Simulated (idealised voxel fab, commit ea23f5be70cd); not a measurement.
You're looking at the process module voxel quadruple lines.
Square cells of 5 nm make up the cross-section cut, whose width is 215 nm.
The cross-sections in this document take the form of a grid made of square cells. They are written out as bands, in order from top to bottom. Each band consists of one or more rows of cells. The entry gives the band's vertical extent as a top height and a bottom height in nm, then its horizontal make-up as materials from left to right, each with a width in nm. "empty" stands for empty space; a single material marked "edge to edge" fills the band edge to edge. Beneath 0, the wafer as received is one material, and that level is where height counting begins. The lowest band goes on downward without a bottom; it is written like "0..down". Note: "30->40" means the width goes from the first number (top row of the band) to the second number (bottom row) in equal steps per row of cells. Take "no alteration" at face value: in the step it is given for, the cross-section changed in none of its cells. Reported under the label "Trapped cavities" are the empty spaces having no open way to the top and comprising 8 cells or more; the notation for each is width x height at distance, in which the distance is measured from the left edge and all three values are in nm. It should be noted that, on the line of a given step, the content following the step's settings is a remark produced by the simulator itself with respect to that step. The optional step-line setting "overlay nm" applies to steps with a mask and quantifies how far to the right of its planned location the mask lay, a negative value indicating leftward placement.

-- Process steps foreseen in the plan
1 RECEIVE (material Si)
2 CONFORMAL_DEP (material Al2O3; thk nm 5)
3 DIRECTIONAL_DEP (material TiN; thk nm 10)
4 DIRECTIONAL_DEP (material polySi; thk nm 15)
5 DIRECTIONAL_DEP (material aC; thk nm 20)
6 PATTERN (tone cover; mask id MANDREL; material resist; width nm 35; pitch nm 100; thk nm 25; overlay nm 0)
7 DIRECTIONAL_ETCH (etch materials aC; depth nm 20)
8 STRIP (etch materials resist)
9 CONFORMAL_DEP (material SiO2; thk nm 15)
10 DIRECTIONAL_ETCH (etch materials SiO2; depth nm 15)
11 STRIP (etch materials aC)
12 DIRECTIONAL_ETCH (etch materials polySi; depth nm 15)
13 STRIP (etch materials SiO2)
14 CONFORMAL_DEP (material SiCN; thk nm 10)
15 DIRECTIONAL_ETCH (etch materials SiCN; depth nm 10)
16 STRIP (etch materials polySi)
17 DIRECTIONAL_ETCH (etch materials TiN; depth nm 10)
18 STRIP (etch materials SiCN)
19 FILL_DEP (material lowk; thk nm 10)
20 CMP (height nm 15)

-- Cross-section of the incoming wafer, state after step 1
- 0..down: Si edge to edge
- Trapped cavities: none

-- End-of-module cross-section of the first of two wafers, processed as planned
- 15..5: lowk 15, TiN 10, lowk 15, TiN 10, lowk 15, TiN 10, lowk 15, TiN 10, lowk 15, TiN 10, lowk 15, TiN 10, lowk 15, TiN 10, lowk 15, TiN 10, lowk 15
- 5..0: Al2O3 edge to edge
- 0..down: Si edge to edge
- Trapped cavities: none

-- Wafer two, sectioned after the module: the first wafer's start, the first wafer's plan, and one mistake in how it was run
- 15..10: lowk edge to edge
- 10..0: lowk 15, TiN 10, lowk 15, TiN 10, lowk 15, TiN 10, lowk 15, TiN 10, lowk 15, TiN 10, lowk 15, TiN 10, lowk 15, TiN 10, lowk 15, TiN 10, lowk 15
- 0..down: Si edge to edge
- Trapped cavities: none
In executing the process, a mistake was made relative to the plan: plan step 2 skipped
Bottom line after processing is that, in cells, the second wafer is up or down on some materials versus the first: Al2O3 -43 | lowk +43
